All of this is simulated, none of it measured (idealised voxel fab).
Module name: voxel lift off (process module)
We display cut, a cross-section 215 nm in width whose square cells are each 5 nm.
Cross-section spec: square-cell grid; bands listed top down; each band is one or more rows. The band entry comprises the height of the band's top followed by the height of its bottom, expressed in nm, and subsequently the band's materials from left to right, each stated together with its width in nm. Where a single material is marked with the word "throughout", that material fills the band from edge to edge. The word "air" represents empty space. Measure heights from 0. That's the level where, below it, the as-received wafer is all one material. The lowest band is bottomless and extends downward; write it as in "0..down". The notation "30 to 40" denotes a width that varies across the rows of cells in the band, beginning at the first number in the top row, finishing at the second number in the bottom row, and changing by an identical amount from each row to the next. When a step is marked "no change occurred", none of the cells in the cross-section changed during that step. The entry titled "closed voids" provides the empty spaces that have no open way to the top, restricted to those of 8 cells or more. Each is presented as width x height at distance, the distance being measured from the left edge, with all three in nm. That trailing text on a step's line, after the settings, is the simulator's own remark on the step. The "overlay nm" setting may appear on a step's line; for a step that uses a mask, it gives how far to the right of its planned position the mask lay, and a negative value indicates the left.

**Here's what the planned process steps look like**
1,RECEIVE, material Si
2,CONFORMAL_DEP, material Al2O3, thk nm 15
3,PATTERN, tone open, mask id LINES, material resist, width nm 15, pitch nm 30, thk nm 20, overlay nm -15
4,DIRECTIONAL_DEP, material Ru, thk nm 10
5,STRIP, etch materials resist
6,CONFORMAL_DEP, material SiO2, thk nm 5
Heads up: all these wafers start the same, and what changes between them is the overlay nm in step 3. The value you see in the plan is just what the first wafer got.

**Cross-section of the first of several wafers on receipt, reflecting completion of step 1**
> 0..down = Si throughout
> closed voids: none

**Every row in this table is a wafer at the end of the module, and it gives, for each of the materials, the cells that wafer has gained (+) or lost (-) since it was received, then its closed voids**
overlay nm -15, +129 Al2O3, +12 Ru, +51 SiO2, closed voids: none
overlay nm -10, +129 Al2O3, +12 Ru, +51 SiO2, closed voids: none
overlay nm -5, +129 Al2O3, +12 Ru, +51 SiO2, closed voids: none
overlay nm 0, +129 Al2O3, +12 Ru, +51 SiO2, closed voids: none
overlay nm 5, +129 Al2O3, +12 Ru, +51 SiO2, closed voids: none
overlay nm 10, +129 Al2O3, +12 Ru, +51 SiO2, closed voids: none
overlay nm 15, +129 Al2O3, +12 Ru, +51 SiO2, closed voids: none
